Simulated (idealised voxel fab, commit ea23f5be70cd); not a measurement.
Presented below is a process module, voxel wiring stack.
cross-section cut | 270 nm wide | cells 5 nm
Cross-section layout: square cells on a grid; listed as bands, top to bottom; a band spans one or more cell rows.
For a band, the entry starts with two heights in nm, that of the top and then that of the bottom, and carries on with the band's materials in order from left to right, each alongside its width in nm; the word "all across" beside a single material means it fills the band edge to edge, and "empty" means empty space.
Where do heights start? At 0: under that level the wafer as delivered is made of one material only. And the lowest band has no floor; it just carries on downward, as in "top 0, no bottom".
Quick explanation for "30 to 40": the width changes in equal steps down the rows of cells, from the first number in the band's top row to the second number in its bottom row.
You'll sometimes find "nothing was modified" written for a step, and that's the way of saying that nowhere in the cross-section did a cell change during that step.
Enclosed voids (no open way to top), threshold 8 cells or more, entry "Fully sealed voids", notation width x height at distance, distance from left edge, nm.
after a step's settings: what the simulator itself notes on the step
The optional step-line setting "overlay nm" applies to steps with a mask and quantifies how far to the right of its planned location the mask lay, a negative value indicating leftward placement.
# Planned step list for the process
1,RECEIVE | material Si
2,CONFORMAL_DEP | material SiO2 | thk nm 15
3,DIRECTIONAL_DEP | material TiN | thk nm 5
4,DIRECTIONAL_DEP | material W | thk nm 15
5,MASKED_ETCH | tone cover | mask id METAL_1 | width nm 25 | pitch nm 50 | etch materials W | depth nm 15 | overlay nm 0
6,MASKED_ETCH | tone cover | mask id METAL_1 | width nm 25 | pitch nm 50 | etch materials TiN | depth nm 5 | overlay nm 0
7,FILL_DEP | material SiO2 | thk nm 10
8,CMP | height nm 35
9,CONFORMAL_DEP | material SiCN | thk nm 5
10,DIRECTIONAL_DEP | material SiO2 | thk nm 35
11,DIRECTIONAL_DEP | material aC | thk nm 15
12,PATTERN | tone open | mask id METAL_2_HOLES | material resist | width nm 15 | thk nm 30 | overlay nm 0
13,DIRECTIONAL_ETCH | etch materials aC | depth nm 15
14,STRIP | etch materials resist
15,DIRECTIONAL_ETCH | etch materials SiO2 | depth nm 35
16,STRIP | etch materials aC
17,MASKED_ETCH | tone open | mask id METAL_2 | width nm 25 | pitch nm 50 | etch materials SiO2 | depth nm 20 | overlay nm 0
18,MASKED_ETCH | tone open | mask id METAL_2 | width nm 25 | pitch nm 50 | etch materials SiCN | depth nm 5 | overlay nm 0
19,CONFORMAL_DEP | material TiN | thk nm 5
20,FILL_DEP | material Cu | thk nm 5
21,CMP | height nm 75
22,CONFORMAL_DEP | material SiCN | thk nm 5
23,DIRECTIONAL_DEP | material SiO2 | thk nm 35
24,MASKED_ETCH | tone open | mask id METAL_3_HOLES | width nm 15 | etch materials SiO2 | depth nm 35 | overlay nm 0
25,PATTERN | tone open | mask id METAL_3 | material resist | width nm 25 | pitch nm 50 | thk nm 15 | overlay nm 0
26,DIRECTIONAL_ETCH | etch materials SiO2 | depth nm 20
27,DIRECTIONAL_ETCH | etch materials SiCN | depth nm 5
28,STRIP | etch materials resist
29,CONFORMAL_DEP | material TiN | thk nm 5
30,FILL_DEP | material Ru | thk nm 10
31,CMP | height nm 115
32,CONFORMAL_DEP | material SiCN | thk nm 5
# Wafer cross-section on receipt, i.e. after step 1
> top 0, no bottom = Si all across
> Fully sealed voids: none
# Post-module cross-section: identical start and plan to those above, one misstep in execution
> top 120, bottom 115 = SiCN all across
> top 115, bottom 110 = TiN: 100, then Ru: 15, then TiN: 35, then Ru: 15, then TiN: 105
> top 110, bottom 95 = SiO2: 95, then TiN: 5, then Ru: 15, then TiN: 5, then SiO2: 25, then TiN: 5, then Ru: 15, then TiN: 5, then SiO2: 100
> top 95, bottom 90 = SiO2: 95, then TiN: 5, then Ru: 5, then TiN: 15, then SiO2: 25, then TiN: 25, then SiO2: 100
> top 90, bottom 75 = SiO2: 95, then TiN: 5, then Ru: 5, then TiN: 5, then SiO2: 160
> top 75, bottom 70 = SiCN: 95, then TiN: 15, then SiCN: 160
> top 70, bottom 60 = SiO2: 95, then TiN: 5, then Cu: 15, then TiN: 5, then SiO2: 25, then TiN: 5, then Cu: 15, then TiN: 5, then SiO2: 100
> top 60, bottom 55 = SiO2: 95, then TiN: 5, then Cu: 5, then TiN: 15, then SiO2: 25, then TiN: 25, then SiO2: 100
> top 55, bottom 40 = SiO2: 95, then TiN: 5, then Cu: 5, then TiN: 5, then SiO2: 160
> top 40, bottom 35 = SiCN: 95, then TiN: 15, then SiCN: 160
> top 35, bottom 20 = SiO2: 95, then W: 25, then SiO2: 25, then W: 25, then SiO2: 100
> top 20, bottom 15 = SiO2: 95, then TiN: 25, then SiO2: 25, then TiN: 25, then SiO2: 100
> top 15, bottom 0 = SiO2 all across
> top 0, no bottom = Si all across
> Fully sealed voids: none
Nonconformance to the process plan: step 21 deviated from plan and actually ran as CMP | height nm 70
